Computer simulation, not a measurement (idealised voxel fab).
process module | voxel air gaps
FYI the section here is cut, 245 nm wide, cells are 5 nm squares.
Cross-section, as written here: a square-cell grid given band by band from the top down, where a band holds one or more rows of cells. Band: top and bottom heights (nm) first, top before bottom; then materials from left to right, widths in nm. "edge to edge" marks a sole material filling the band edge to edge. "empty" denotes empty space. Beneath 0, the wafer as received is one material, and that level is where height counting begins. The lowest band goes on downward without a bottom; it is written like "0 -> down". The notation "30->40" denotes a width that varies across the rows of cells in the band, beginning at the first number in the top row, finishing at the second number in the bottom row, and changing by an identical amount from each row to the next. "nothing got changed", as given for a step, is the statement that not any cell of the cross-section underwent a change during that step. "Sealed internal cavities" means: voids of 8 cells or more that are shut off from the top with no open way through. Written width x height at distance, distance from the left edge, in nm. What comes after the settings on a step's line is commentary from the simulator itself on that step. overlay nm, on a step with a mask: how far to the right of its planned place the mask lay; to the left if negative.

[These are the steps we planned for the process]
- 1: RECEIVE (material Si)
- 2: CONFORMAL_DEP (material SiO2; thk nm 10)
- 3: CONFORMAL_DEP (material SiCN; thk nm 5)
- 4: DIRECTIONAL_DEP (material SiO2; thk nm 40)
- 5: DIRECTIONAL_DEP (material aC; thk nm 15)
- 6: PATTERN (tone open; mask id LINES; material resist; width nm 25; pitch nm 55; thk nm 30; overlay nm 0)
- 7: DIRECTIONAL_ETCH (etch materials aC; depth nm 15)
- 8: STRIP (etch materials resist)
- 9: DIRECTIONAL_ETCH (etch materials SiO2; depth nm 40)
- 10: STRIP (etch materials aC)
- 11: CONFORMAL_DEP (material TiN; thk nm 5)
- 12: FILL_DEP (material W; thk nm 10)
- 13: CMP (height nm 55)
- 14: EPI (material Ru; thk nm 10)
- 15: SELECTIVE_ETCH (etch materials SiO2; depth nm 50)
- 16: CONFORMAL_DEP (material SiCN; thk nm 5)

[First of two wafers - as planned]

[The cross-section here shows the wafer as received, i.e. in its state after step 1]
    0 -> down: Si edge to edge
    Sealed internal cavities: none

[Wafer section view after processing step 2]
    10 -> 0: SiO2 edge to edge
    Unchanged below 0.

[Wafer section view after processing step 3]
    15 -> 10: SiCN edge to edge
    Unchanged below 10.

[Wafer section view after processing step 4]
    55 -> 15: SiO2 edge to edge
    Unchanged below 15.

[Wafer section view after processing step 5]
    70 -> 55: aC edge to edge
    Unchanged below 55.

[Wafer section view after processing step 6]
    100 -> 70: 25 resist, 25 empty, 30 resist, 25 empty, 30 resist, 25 empty, 30 resist, 25 empty, 30 resist
    Unchanged below 70.

[Wafer section view after processing step 7]
    85 -> 70: 25 resist, 25 empty, 30 resist, 25 empty, 30 resist, 25 empty, 30 resist, 25 empty, 30 resist
    70 -> 55: 25 aC, 25 empty, 30 aC, 25 empty, 30 aC, 25 empty, 30 aC, 25 empty, 30 aC
    Unchanged below 55.

[Wafer section view after processing step 8]
    70 -> 55: 25 aC, 25 empty, 30 aC, 25 empty, 30 aC, 25 empty, 30 aC, 25 empty, 30 aC
    Unchanged below 55.

[Wafer section view after processing step 9]
    70 -> 55: 25 aC, 25 empty, 30 aC, 25 empty, 30 aC, 25 empty, 30 aC, 25 empty, 30 aC
    55 -> 15: 25 SiO2, 25 empty, 30 SiO2, 25 empty, 30 SiO2, 25 empty, 30 SiO2, 25 empty, 30 SiO2
    Unchanged below 15.

[Wafer section view after processing step 10]
    55 -> 15: 25 SiO2, 25 empty, 30 SiO2, 25 empty, 30 SiO2, 25 empty, 30 SiO2, 25 empty, 30 SiO2
    Unchanged below 15.

[Wafer section view after processing step 11]
    60 -> 55: 30 TiN, 15 empty, 40 TiN, 15 empty, 40 TiN, 15 empty, 40 TiN, 15 empty, 35 TiN
    55 -> 20: 25 SiO2, 5 TiN, 15 empty, 5 TiN, 30 SiO2, 5 TiN, 15 empty, 5 TiN, 30 SiO2, 5 TiN, 15 empty, 5 TiN, 30 SiO2, 5 TiN, 15 empty, 5 TiN, 30 SiO2
    20 -> 15: 25 SiO2, 25 TiN, 30 SiO2, 25 TiN, 30 SiO2, 25 TiN, 30 SiO2, 25 TiN, 30 SiO2
    Unchanged below 15.

[Wafer section view after processing step 12]
    70 -> 60: W edge to edge
    60 -> 55: 30 TiN, 15 W, 40 TiN, 15 W, 40 TiN, 15 W, 40 TiN, 15 W, 35 TiN
    55 -> 20: 25 SiO2, 5 TiN, 15 W, 5 TiN, 30 SiO2, 5 TiN, 15 W, 5 TiN, 30 SiO2, 5 TiN, 15 W, 5 TiN, 30 SiO2, 5 TiN, 15 W, 5 TiN, 30 SiO2
    Unchanged below 20.

[Wafer section view after processing step 13]
    55 -> 20: 25 SiO2, 5 TiN, 15 W, 5 TiN, 30 SiO2, 5 TiN, 15 W, 5 TiN, 30 SiO2, 5 TiN, 15 W, 5 TiN, 30 SiO2, 5 TiN, 15 W, 5 TiN, 30 SiO2
    Unchanged below 20.

[Wafer section view after processing step 14]
    65 -> 55: 15 empty, 45 Ru, 10 empty, 45 Ru, 10 empty, 45 Ru, 10 empty, 45 Ru, 20 empty
    Unchanged below 55.

[Wafer section view after processing step 15]
    65 -> 55: 15 empty, 45 Ru, 10 empty, 45 Ru, 10 empty, 45 Ru, 10 empty, 45 Ru, 20 empty
    55 -> 20: 25 empty, 5 TiN, 15 W, 5 TiN, 30 empty, 5 TiN, 15 W, 5 TiN, 30 empty, 5 TiN, 15 W, 5 TiN, 30 empty, 5 TiN, 15 W, 5 TiN, 30 empty
    20 -> 15: 25 empty, 25 TiN, 30 empty, 25 TiN, 30 empty, 25 TiN, 30 empty, 25 TiN, 30 empty
    Unchanged below 15.

[Wafer section view after processing step 16]
    70 -> 65: 10 empty, 220 SiCN, 15 empty
    65 -> 55: 10 empty, 5 SiCN, 45 Ru, 10 SiCN, 45 Ru, 10 SiCN, 45 Ru, 10 SiCN, 45 Ru, 5 SiCN, 15 empty
    55 -> 50: 10 empty, 15 SiCN, 5 TiN, 15 W, 5 TiN, 30 SiCN, 5 TiN, 15 W, 5 TiN, 30 SiCN, 5 TiN, 15 W, 5 TiN, 30 SiCN, 5 TiN, 15 W, 5 TiN, 15 SiCN, 15 empty
    50 -> 20: 20 empty, 5 SiCN, 5 TiN, 15 W, 5 TiN, 5 SiCN, 20 empty, 5 SiCN, 5 TiN, 15 W, 5 TiN, 5 SiCN, 20 empty, 5 SiCN, 5 TiN, 15 W, 5 TiN, 5 SiCN, 20 empty, 5 SiCN, 5 TiN, 15 W, 5 TiN, 5 SiCN, 25 empty
    20 -> 15: 25 SiCN, 25 TiN, 30 SiCN, 25 TiN, 30 SiCN, 25 TiN, 30 SiCN, 25 TiN, 30 SiCN
    Unchanged below 15.
    Sealed internal cavities: 20 x 30 at 55; 20 x 30 at 110; 20 x 30 at 165

[The second wafer was prepared from the same starting point and under the same plan as the first; its processing contained one mistake, and it remains indistinguishable from the first wafer up to and including step 5]

[What the second wafer looks like in cross-section when step 6 should have wrapped up]
    100 -> 70: 25 empty, 25 resist, 30 empty, 25 resist, 30 empty, 25 resist, 30 empty, 25 resist, 30 empty
    Unchanged below 70.

[What the second wafer looks like in cross-section when step 7 should have wrapped up]
    85 -> 70: 25 empty, 25 resist, 30 empty, 25 resist, 30 empty, 25 resist, 30 empty, 25 resist, 30 empty
    70 -> 55: 25 empty, 25 aC, 30 empty, 25 aC, 30 empty, 25 aC, 30 empty, 25 aC, 30 empty
    Unchanged below 55.

[What the second wafer looks like in cross-section when step 8 should have wrapped up]
    70 -> 55: 25 empty, 25 aC, 30 empty, 25 aC, 30 empty, 25 aC, 30 empty, 25 aC, 30 empty
    Unchanged below 55.

[What the second wafer looks like in cross-section when step 9 should have wrapped up]
    70 -> 55: 25 empty, 25 aC, 30 empty, 25 aC, 30 empty, 25 aC, 30 empty, 25 aC, 30 empty
    55 -> 15: 25 empty, 25 SiO2, 30 empty, 25 SiO2, 30 empty, 25 SiO2, 30 empty, 25 SiO2, 30 empty
    Unchanged below 15.

[What the second wafer looks like in cross-section when step 10 should have wrapped up]
    55 -> 15: 25 empty, 25 SiO2, 30 empty, 25 SiO2, 30 empty, 25 SiO2, 30 empty, 25 SiO2, 30 empty
    Unchanged below 15.

[What the second wafer looks like in cross-section when step 11 should have wrapped up]
    60 -> 55: 20 empty, 35 TiN, 20 empty, 35 TiN, 20 empty, 35 TiN, 20 empty, 35 TiN, 25 empty
    55 -> 20: 20 empty, 5 TiN, 25 SiO2, 5 TiN, 20 empty, 5 TiN, 25 SiO2, 5 TiN, 20 empty, 5 TiN, 25 SiO2, 5 TiN, 20 empty, 5 TiN, 25 SiO2, 5 TiN, 25 empty
    20 -> 15: 25 TiN, 25 SiO2, 30 TiN, 25 SiO2, 30 TiN, 25 SiO2, 30 TiN, 25 SiO2, 30 TiN
    Unchanged below 15.

[What the second wafer looks like in cross-section when step 12 should have wrapped up]
    70 -> 60: W edge to edge
    60 -> 55: 20 W, 35 TiN, 20 W, 35 TiN, 20 W, 35 TiN, 20 W, 35 TiN, 25 W
    55 -> 20: 20 W, 5 TiN, 25 SiO2, 5 TiN, 20 W, 5 TiN, 25 SiO2, 5 TiN, 20 W, 5 TiN, 25 SiO2, 5 TiN, 20 W, 5 TiN, 25 SiO2, 5 TiN, 25 W
    Unchanged below 20.

[What the second wafer looks like in cross-section when step 13 should have wrapped up]
    55 -> 20: 20 W, 5 TiN, 25 SiO2, 5 TiN, 20 W, 5 TiN, 25 SiO2, 5 TiN, 20 W, 5 TiN, 25 SiO2, 5 TiN, 20 W, 5 TiN, 25 SiO2, 5 TiN, 25 W
    Unchanged below 20.

[What the second wafer looks like in cross-section when step 14 should have wrapped up]
    65 -> 55: 35 Ru, 5 empty, 50 Ru, 5 empty, 50 Ru, 5 empty, 50 Ru, 5 empty, 40 Ru
    Unchanged below 55.

[What the second wafer looks like in cross-section when step 15 should have wrapped up]
    65 -> 55: 35 Ru, 5 empty, 50 Ru, 5 empty, 50 Ru, 5 empty, 50 Ru, 5 empty, 40 Ru
    55 -> 20: 20 W, 5 TiN, 25 empty, 5 TiN, 20 W, 5 TiN, 25 empty, 5 TiN, 20 W, 5 TiN, 25 empty, 5 TiN, 20 W, 5 TiN, 25 empty, 5 TiN, 25 W
    20 -> 15: 25 TiN, 25 empty, 30 TiN, 25 empty, 30 TiN, 25 empty, 30 TiN, 25 empty, 30 TiN
    Unchanged below 15.

[What the second wafer looks like in cross-section when step 16 should have wrapped up]
    70 -> 65: SiCN edge to edge
    65 -> 55: 35 Ru, 5 SiCN, 50 Ru, 5 SiCN, 50 Ru, 5 SiCN, 50 Ru, 5 SiCN, 40 Ru
    55 -> 50: 20 W, 5 TiN, 25 SiCN, 5 TiN, 20 W, 5 TiN, 25 SiCN, 5 TiN, 20 W, 5 TiN, 25 SiCN, 5 TiN, 20 W, 5 TiN, 25 SiCN, 5 TiN, 25 W
    50 -> 20: 20 W, 5 TiN, 5 SiCN, 15 empty, 5 SiCN, 5 TiN, 20 W, 5 TiN, 5 SiCN, 15 empty, 5 SiCN, 5 TiN, 20 W, 5 TiN, 5 SiCN, 15 empty, 5 SiCN, 5 TiN, 20 W, 5 TiN, 5 SiCN, 15 empty, 5 SiCN, 5 TiN, 25 W
    20 -> 15: 25 TiN, 25 SiCN, 30 TiN, 25 SiCN, 30 TiN, 25 SiCN, 30 TiN, 25 SiCN, 30 TiN
    Unchanged below 15.
    Sealed internal cavities: 15 x 30 at 30; 15 x 30 at 85; 15 x 30 at 140; 15 x 30 at 195
The plan and the run diverged here: rather than as planned, step 6 actually ran as PATTERN (tone cover; mask id LINES; material resist; width nm 25; pitch nm 55; thk nm 30; overlay nm 0)
Wrapping up, a cell-based count of both wafers puts the second over or under the first for these materials: +18 Ru | -16 SiCN | +9 TiN | +63 W
At the end, the first wafer has 3 closed voids and the second wafer has 4.
